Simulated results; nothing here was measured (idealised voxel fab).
process module | voxel trench capacitor
cross-section cut | 260 nm wide | cells 5 nm
A cross-section is a grid of square cells, given in bands from the top down. A band is one or more rows of cells.
Each band's line starts with the height of the band's top and of its bottom, in nm. Then come its materials from left to right, each with its width in nm. One material with "throughout" fills the band from edge to edge. "air" is empty space.
Height 0 is the level under which the wafer as received is all one material. The lowest band goes on downwards, as in "0 down".
A width such as "30 to 40" changes by the same amount from each row of cells to the next, from the band's top row to its bottom row.
"no change" after a step means that no cell of the cross-section changed.
closed voids: empty space of 8 cells or more with no open way to the top, each as width x height at its distance from the left edge, in nm
after a step's settings: what the simulator itself notes on the step
overlay nm, on a step with a mask: how far to the right of its planned place the mask lay; to the left if negative
plan
1 op RECEIVE | material Si
2 op CONFORMAL_DEP | material SiN | thk nm 10
3 op PATTERN | tone open | mask id TRENCH | material resist | width nm 25 | pitch nm 45 | thk nm 15 | overlay nm -15
4 op DIRECTIONAL_ETCH | etch materials SiN | depth nm 10
5 op DIRECTIONAL_ETCH | etch materials Si | depth nm 40
6 op STRIP | etch materials resist
7 op CONFORMAL_DEP | material Al2O3 | thk nm 5
8 op CONFORMAL_DEP | material TiN | thk nm 5
9 op FILL_DEP | material W | thk nm 5
10 op CMP | height nm 10
varied across the wafers: overlay nm of step 3. The plan shows the first wafer's value. All wafers start alike
first wafer as received, after step 1
  0 down: Si throughout
  closed voids: none
each wafer at the end: cells of each material gained (+) or lost (-) since it was received, then its closed voids
overlay nm -15 | +92 Al2O3 | -160 Si | +64 SiN | +76 TiN | +32 W | closed voids: none
overlay nm -10 | +92 Al2O3 | -160 Si | +64 SiN | +76 TiN | +32 W | closed voids: none
overlay nm -5 | +92 Al2O3 | -160 Si | +64 SiN | +76 TiN | +32 W | closed voids: none
overlay nm 0 | +92 Al2O3 | -160 Si | +64 SiN | +76 TiN | +32 W | closed voids: none
overlay nm 5 | +92 Al2O3 | -160 Si | +64 SiN | +76 TiN | +32 W | closed voids: none
overlay nm 10 | +92 Al2O3 | -160 Si | +64 SiN | +76 TiN | +32 W | closed voids: none
overlay nm 15 | +92 Al2O3 | -160 Si | +64 SiN | +76 TiN | +32 W | closed voids: none
